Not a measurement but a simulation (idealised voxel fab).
Process module in this document: voxel local oxidation
Cross-section cut spans 250 nm and uses square cells 5 nm in size.
When this document writes out a cross-section, it uses a grid of square cells and lists it as bands, beginning at the top and moving down, with a band standing for one or more rows of cells.
Read a band's entry like this: the first values are the height of its top and the height of its bottom in nm, and what follows is the sequence of materials from left to right, each with its width in nm. Note that "blank" is empty space, and that a single material marked "edge to edge" reaches across the band from edge to edge.
Heights are expressed relative to 0, this being the level below which the as-received wafer comprises one material exclusively. The lowest band is unbounded in the downward direction and is denoted as in "0 nm and below".
Note: "30..40" means the width goes from the first number (top row of the band) to the second number (bottom row) in equal steps per row of cells.
It should be understood that the words "everything unchanged", when stated for a given step, signify that the cross-section underwent no change in any of its cells during that step.
The entry titled "Enclosed voids" provides the empty spaces that have no open way to the top, restricted to those of 8 cells or more. Each is presented as width x height at distance, the distance being measured from the left edge, with all three in nm.
On a step's line, text after the settings is the simulator commenting on that step.
overlay nm: mask offset rightward from planned place, masked step; negative means leftward offset.

These are the steps we planned for the process
| 1 | RECEIVE [material Si] |
| 2 | CONFORMAL_DEP [material SiO2] [thk nm 5] |
| 3 | CONFORMAL_DEP [material SiN] [thk nm 15] |
| 4 | DIRECTIONAL_DEP [material aC] [thk nm 15] |
| 5 | PATTERN [tone cover] [mask id ACTIVE] [material resist] [width nm 125] [thk nm 35] [overlay nm 0] |
| 6 | DIRECTIONAL_ETCH [etch materials aC] [depth nm 15] |
| 7 | STRIP [etch materials resist] |
| 8 | DIRECTIONAL_ETCH [etch materials SiN] [depth nm 15] |
| 9 | STRIP [etch materials aC] |
| 10 | SELECTIVE_ETCH [etch materials SiO2] [depth nm 5] |
| 11 | OXIDIZE [depth nm 15] |
| 12 | STRIP [etch materials SiN] |
Same starting wafers, different depth nm at step 10. Plan value belongs to the first wafer.

The as-received cross-section of the first of several wafers corresponds to the state after step 1
0 nm and below  Si edge to edge
Enclosed voids: none

The rows of the table below are wafers. Looking at the end of the module, a row counts, for every material, the cells the wafer has gained, shown as (+), or lost, shown as (-), since it was received; its closed voids come next
depth nm 5, -99 Si, +122 SiO2, Enclosed voids: none
depth nm 10, -105 Si, +126 SiO2, Enclosed voids: none
depth nm 15, -111 Si, +130 SiO2, Enclosed voids: none
depth nm 20, -117 Si, +134 SiO2, Enclosed voids: none
